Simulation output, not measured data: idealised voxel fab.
Documented hereafter: the process module known as voxel wiring stack.
Section shown: cut. Width: 180 nm. Cell size: 5 nm, square.
We lay out every cross-section as a grid of square cells and spell it out in bands from the top down, where one band means one or more rows of cells. Basically the band line says how high the top is and how high the bottom is, in nm, and then what's in it from left to right, every material with its width in nm. Empty space shows up as "empty", and if a single material carries "throughout" it runs the full band edge to edge. We count height from 0. Below that, the starting wafer is all one material. The lowest band never ends at the bottom but goes on down; see "z 0 and below" for how that is written. The width entry "30->40" should be interpreted row by row: the top row of cells in the band takes the first number, the bottom row takes the second number, and the change between adjacent rows is uniform throughout. A step reported as "no modifications" is a step in which no cell of the cross-section changed. "Closed-off voids" means: voids of 8 cells or more that are shut off from the top with no open way through. Written width x height at distance, distance from the left edge, in nm. Where a step's line continues beyond its settings, the continuation is a remark by the simulator itself on that step. On any step carrying a mask, the "overlay nm" setting, if present on the step's line, tells how far right of its planned place the mask lay; negative values point to the left.

### Process steps (planned)
1) RECEIVE, material Si
2) CONFORMAL_DEP, material SiO2, thk nm 10
3) CONFORMAL_DEP, material SiN, thk nm 5
4) DIRECTIONAL_DEP, material SiO2, thk nm 25
5) MASKED_ETCH, tone open, mask id METAL_1, width nm 30, pitch nm 55, etch materials SiO2, depth nm 25, overlay nm 0
6) MASKED_ETCH, tone open, mask id METAL_1, width nm 30, pitch nm 55, etch materials SiN, depth nm 5, overlay nm 0
7) CONFORMAL_DEP, material TiN, thk nm 5
8) FILL_DEP, material Cu, thk nm 5
9) CMP, height nm 40
10) CONFORMAL_DEP, material SiCN, thk nm 5
11) DIRECTIONAL_DEP, material lowk, thk nm 15
12) DIRECTIONAL_DEP, material aC, thk nm 15
13) PATTERN, tone open, mask id PLUG_1, material resist, width nm 15, thk nm 35, overlay nm 0
14) DIRECTIONAL_ETCH, etch materials aC, depth nm 15
15) STRIP, etch materials resist
16) DIRECTIONAL_ETCH, etch materials lowk, depth nm 15
17) DIRECTIONAL_ETCH, etch materials SiCN, depth nm 5
18) STRIP, etch materials aC
19) EPI, material Ru, thk nm 10
20) EPI, material Ru, thk nm 10
21) CONFORMAL_DEP, material SiCN, thk nm 5
22) DIRECTIONAL_DEP, material SiO2, thk nm 15
23) DIRECTIONAL_DEP, material aC, thk nm 15
24) PATTERN, tone open, mask id METAL_2, material resist, width nm 30, pitch nm 55, thk nm 35, overlay nm 0
25) DIRECTIONAL_ETCH, etch materials aC, depth nm 15
26) STRIP, etch materials resist
27) DIRECTIONAL_ETCH, etch materials SiO2, depth nm 15
28) DIRECTIONAL_ETCH, etch materials SiCN, depth nm 5
29) STRIP, etch materials aC
30) CONFORMAL_DEP, material TiN, thk nm 5
31) FILL_DEP, material W, thk nm 10
32) CMP, height nm 80
33) CONFORMAL_DEP, material SiCN, thk nm 5
34) DIRECTIONAL_DEP, material SiO2, thk nm 15
35) DIRECTIONAL_DEP, material aC, thk nm 15
36) PATTERN, tone open, mask id PLUG_2, material resist, width nm 15, pitch nm 55, thk nm 30, overlay nm -15
37) DIRECTIONAL_ETCH, etch materials aC, depth nm 15
38) STRIP, etch materials resist
39) DIRECTIONAL_ETCH, etch materials SiO2, depth nm 15
40) DIRECTIONAL_ETCH, etch materials SiCN, depth nm 5
41) STRIP, etch materials aC
42) CONFORMAL_DEP, material TiN, thk nm 5
43) FILL_DEP, material Ru, thk nm 5
44) CMP, height nm 100
45) DIRECTIONAL_DEP, material TiN, thk nm 5
46) DIRECTIONAL_DEP, material Ru, thk nm 25
47) MASKED_ETCH, tone cover, mask id METAL_3, width nm 30, pitch nm 55, etch materials Ru, depth nm 25, overlay nm 0
48) MASKED_ETCH, tone cover, mask id METAL_3, width nm 30, pitch nm 55, etch materials TiN, depth nm 5, overlay nm 0
49) CONFORMAL_DEP, material SiCN, thk nm 5
50) FILL_DEP, material SiO2, thk nm 5
51) CMP, height nm 130
52) CONFORMAL_DEP, material SiCN, thk nm 5
53) DIRECTIONAL_DEP, material lowk, thk nm 25
54) PATTERN, tone open, mask id METAL_4_HOLES, material resist, width nm 15, pitch nm 55, thk nm 15, overlay nm 0
55) DIRECTIONAL_ETCH, etch materials lowk, depth nm 25
56) STRIP, etch materials resist
57) MASKED_ETCH, tone open, mask id METAL_4, width nm 30, pitch nm 55, etch materials lowk, depth nm 15, overlay nm 0
58) MASKED_ETCH, tone open, mask id METAL_4, width nm 30, pitch nm 55, etch materials SiCN, depth nm 5, overlay nm 0
59) CONFORMAL_DEP, material TiN, thk nm 5
60) FILL_DEP, material Cu, thk nm 10
61) CMP, height nm 160
62) CONFORMAL_DEP, material SiCN, thk nm 5
Variable across wafers: step 36 overlay nm (plan value is that of the first wafer; starting state common to all).

### As-received cross-section, first of several wafers, post step 1
  z 0 and below = Si throughout
  Closed-off voids: none

### The rows of the table below are wafers. Looking at the end of the module, a row counts, for every material, the cells the wafer has gained, shown as (+), or lost, shown as (-), since it was received; its closed voids come next
overlay nm -15 | +62 Cu | +78 Ru | +197 SiCN | +24 SiN | +454 SiO2 | +118 TiN | +24 W | +231 lowk | Closed-off voids: none
overlay nm -10 | +62 Cu | +78 Ru | +197 SiCN | +24 SiN | +454 SiO2 | +118 TiN | +24 W | +231 lowk | Closed-off voids: none
overlay nm -5 | +62 Cu | +78 Ru | +197 SiCN | +24 SiN | +454 SiO2 | +118 TiN | +24 W | +231 lowk | Closed-off voids: none
overlay nm 0 | +62 Cu | +78 Ru | +197 SiCN | +24 SiN | +454 SiO2 | +118 TiN | +24 W | +231 lowk | Closed-off voids: none
overlay nm 5 | +62 Cu | +78 Ru | +197 SiCN | +24 SiN | +454 SiO2 | +118 TiN | +24 W | +231 lowk | Closed-off voids: none
overlay nm 10 | +62 Cu | +78 Ru | +197 SiCN | +24 SiN | +454 SiO2 | +118 TiN | +24 W | +231 lowk | Closed-off voids: none
overlay nm 15 | +62 Cu | +78 Ru | +197 SiCN | +24 SiN | +454 SiO2 | +118 TiN | +24 W | +231 lowk | Closed-off voids: none
